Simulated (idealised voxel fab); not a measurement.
voxel gate over fins: a process module
The cross-section on display is named cut; it measures 255 nm wide, and its cells are 5 nm squares.
Just so we're on the same page, the cross-sections are grids of square cells, and they're listed out in bands top to bottom, each band one or more rows deep.
The entry gives the band's vertical extent as a top height and a bottom height in nm, then its horizontal make-up as materials from left to right, each with a width in nm. "empty" stands for empty space; a single material marked "all across" fills the band edge to edge.
All heights in this document are referenced to 0, defined as the level beneath which the wafer, as received, consists entirely of one material. The lowest band is not bounded below; it extends indefinitely downward and is written in the form "from 0 down".
A width given as "30->40" starts at the first number in the band's top row and ends at the second number in its bottom row, shifting by an equal amount at every step from row to row.
"same as before" (step): cross-section cells unchanged, all of them.
If an empty space has no open way to the top and is at least 8 cells in size, "Sealed voids" lists it, written width x height at distance, where distance is measured from the left edge and every value is in nm.
Read whatever lies past the settings on a step's line as the simulator's own remark about the step.
Steps that use a mask can have "overlay nm" on their line. It says how far the mask sat to the right of where it was meant to be. Negative means to the left.
### The planned process steps are enumerated hereunder
- 1: RECEIVE,material Si
- 2: CONFORMAL_DEP,material SiN,thk nm 5
- 3: PATTERN,tone cover,mask id FINS,material resist,width nm 15,pitch nm 35,thk nm 20,overlay nm 0
- 4: DIRECTIONAL_ETCH,etch materials SiN,depth nm 5
- 5: DIRECTIONAL_ETCH,etch materials Si,depth nm 40
- 6: STRIP,etch materials resist
- 7: OXIDIZE,depth nm 5
- 8: FILL_DEP,material SiO2,thk nm 10
- 9: CMP,height nm 5
- 10: SELECTIVE_ETCH,etch materials SiO2,depth nm 15
- 11: STRIP,etch materials SiN
- 12: CONFORMAL_DEP,material HfO2,thk nm 5
- 13: CONFORMAL_DEP,material TiN,thk nm 5
- 14: CONFORMAL_DEP,material TiAl,thk nm 5
- 15: CONFORMAL_DEP,material TiN,thk nm 5
- 16: FILL_DEP,material W,thk nm 15
- 17: CMP,height nm 30
- 18: CONFORMAL_DEP,material SiCN,thk nm 10
### This is the cross-section of the wafer as we received it, i.e. after step 1
	from 0 down | Si all across
	Sealed voids: none
### Module complete - cross-section of the first of two wafers, run according to plan
	from 40 to 30 | SiCN all across
	from 30 to 20 | W all across
	from 20 to 15 | W: 50 | TiN: 150 | W: 55
	from 15 to 10 | W: 50 | TiN: 5 | TiAl: 140 | TiN: 5 | W: 55
	from 10 to 5 | TiN: 55 | TiAl: 5 | TiN: 25 | TiAl: 10 | TiN: 25 | TiAl: 10 | TiN: 25 | TiAl: 10 | TiN: 25 | TiAl: 5 | TiN: 60
	from 5 to 0 | TiAl: 60 | TiN: 5 | HfO2: 15 | TiN: 5 | TiAl: 10 | TiN: 5 | HfO2: 15 | TiN: 5 | TiAl: 10 | TiN: 5 | HfO2: 15 | TiN: 5 | TiAl: 10 | TiN: 5 | HfO2: 15 | TiN: 5 | TiAl: 65
	from 0 to -5 | TiN: 65 | HfO2: 5 | Si: 5 | HfO2: 5 | TiN: 20 | HfO2: 5 | Si: 5 | HfO2: 5 | TiN: 20 | HfO2: 5 | Si: 5 | HfO2: 5 | TiN: 20 | HfO2: 5 | Si: 5 | HfO2: 5 | TiN: 70
	from -5 to -10 | HfO2: 70 | Si: 5 | HfO2: 30 | Si: 5 | HfO2: 30 | Si: 5 | HfO2: 30 | Si: 5 | HfO2: 75
	from -10 to -45 | SiO2: 70 | Si: 5 | SiO2: 30 | Si: 5 | SiO2: 30 | Si: 5 | SiO2: 30 | Si: 5 | SiO2: 75
	from -45 down | Si all across
	Sealed voids: none
### Cross-section of the latter of the two wafers at module completion. It had an identical start and an identical plan to the former; in running it, one mistake was made
	from 40 to 30 | SiCN all across
	from 30 to 20 | W all across
	from 20 to 15 | TiN all across
	from 15 to 10 | TiAl all across
	from 10 to 5 | TiN: 70 | TiAl: 5 | TiN: 30 | TiAl: 5 | TiN: 30 | TiAl: 5 | TiN: 30 | TiAl: 5 | TiN: 75
	from 5 to 0 | HfO2: 65 | TiN: 5 | TiAl: 5 | TiN: 5 | HfO2: 20 | TiN: 5 | TiAl: 5 | TiN: 5 | HfO2: 20 | TiN: 5 | TiAl: 5 | TiN: 5 | HfO2: 20 | TiN: 5 | TiAl: 5 | TiN: 5 | HfO2: 70
	from 0 to -5 | Si: 60 | HfO2: 5 | TiN: 15 | HfO2: 5 | Si: 10 | HfO2: 5 | TiN: 15 | HfO2: 5 | Si: 10 | HfO2: 5 | TiN: 15 | HfO2: 5 | Si: 10 | HfO2: 5 | TiN: 15 | HfO2: 5 | Si: 65
	from -5 to -10 | Si: 60 | HfO2: 25 | Si: 10 | HfO2: 25 | Si: 10 | HfO2: 25 | Si: 10 | HfO2: 25 | Si: 65
	from -10 to -45 | Si: 60 | SiO2: 25 | Si: 10 | SiO2: 25 | Si: 10 | SiO2: 25 | Si: 10 | SiO2: 25 | Si: 65
	from -45 down | Si all across
	Sealed voids: none
What was the processing mistake? the process deviated at step 3: the operation and settings actually run there were PATTERN,tone open,mask id FINS,material resist,width nm 15,pitch nm 35,thk nm 20,overlay nm 0
At the finish, the second wafer shows more or fewer cells for some materials than the first does: Si +243; SiO2 -189; TiAl -8; TiN -4; W -42
